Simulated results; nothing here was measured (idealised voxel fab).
process module | voxel self aligned vias
cross-section cut | 285 nm wide | cells 5 nm
A cross-section is a grid of square cells, given in bands from the top down. A band is one or more rows of cells.
Each band's line starts with the height of the band's top and of its bottom, in nm. Then come its materials from left to right, each with its width in nm. One material with "throughout" fills the band from edge to edge. "air" is empty space.
Height 0 is the level under which the wafer as received is all one material. The lowest band goes on downwards, as in "0 down".
A width such as "30 to 40" changes by the same amount from each row of cells to the next, from the band's top row to its bottom row.
"no change" after a step means that no cell of the cross-section changed.
closed voids: empty space of 8 cells or more with no open way to the top, each as width x height at its distance from the left edge, in nm
after a step's settings: what the simulator itself notes on the step
overlay nm, on a step with a mask: how far to the right of its planned place the mask lay; to the left if negative
Each pair below shows a cross-section before one step and the cross-section after it, down to the lowest band that changed. The line under each pair gives the step between them, with its settings. The pairs can come from different runs of this module on the same starting wafer, so a pair continues from the pair above only where its "before" says so.
before
  55 to 40: SiO2 throughout
  40 to 30: SiO2 90 | SiN 30 | SiO2 45 | SiN 30 | SiO2 90
  30 to 20: SiO2 90 | TiN 5 | Ru 20 | TiN 5 | SiO2 45 | TiN 5 | Ru 20 | TiN 5 | SiO2 90
  20 to 15: SiO2 90 | TiN 30 | SiO2 45 | TiN 30 | SiO2 90
  15 to 10: SiCN throughout
  10 to 0: SiO2 throughout
  0 down: Si throughout
  closed voids: none
after
  70 to 55: air 80 | resist 50 | air 155
  below 55: unchanged
  closed voids: none
the step between: op PATTERN | tone cover | mask id VIAS | material resist | width nm 50 | thk nm 15 | overlay nm 0
before: the cross-section after the pair above
after
  70 to 55: air 80 | resist 50 | air 155
  55 to 40: air 80 | SiO2 50 | air 155
  below 40: unchanged
  closed voids: none
the step between: op DIRECTIONAL_ETCH | etch materials SiO2 | depth nm 15
before: the cross-section after the pair above
after
  70 to 55: air 80 | resist 50 | air 155
  55 to 40: air 80 | SiO2 50 | air 155
  40 to 30: SiO2 90 | SiN 30 | SiO2 45 | air 30 | SiO2 90
  below 30: unchanged
  closed voids: none
the step between: op DIRECTIONAL_ETCH | etch materials SiN | depth nm 10
before: the cross-section after the pair above
after
  55 to 40: air 80 | SiO2 50 | air 155
  below 40: unchanged
  closed voids: none
the step between: op STRIP | etch materials resist
before: the cross-section after the pair above
after
  60 to 55: air 75 | TiN 60 | air 150
  55 to 45: air 75 | TiN 5 | SiO2 50 | TiN 5 | air 150
  45 to 40: TiN 80 | SiO2 50 | TiN 40 | air 20 | TiN 95
  40 to 35: SiO2 90 | SiN 30 | SiO2 45 | TiN 5 | air 20 | TiN 5 | SiO2 90
  35 to 30: SiO2 90 | SiN 30 | SiO2 45 | TiN 30 | SiO2 90
  below 30: unchanged
  closed voids: none
the step between: op CONFORMAL_DEP | material TiN | thk nm 5
before: the cross-section after the pair above
after
  70 to 60: Ru throughout
  60 to 55: Ru 75 | TiN 60 | Ru 150
  55 to 45: Ru 75 | TiN 5 | SiO2 50 | TiN 5 | Ru 150
  45 to 40: TiN 80 | SiO2 50 | TiN 40 | Ru 20 | TiN 95
  40 to 35: SiO2 90 | SiN 30 | SiO2 45 | TiN 5 | Ru 20 | TiN 5 | SiO2 90
  below 35: unchanged
  closed voids: none
the step between: op FILL_DEP | material Ru | thk nm 10
before: the cross-section after the pair above
after
  55 to 45: Ru 75 | TiN 5 | SiO2 50 | TiN 5 | Ru 150
  below 45: unchanged
  closed voids: none
the step between: op CMP | height nm 55
before: the cross-section after the pair above
after
  60 to 55: SiCN throughout
  below 55: unchanged
  closed voids: none
the step between: op CONFORMAL_DEP | material SiCN | thk nm 5
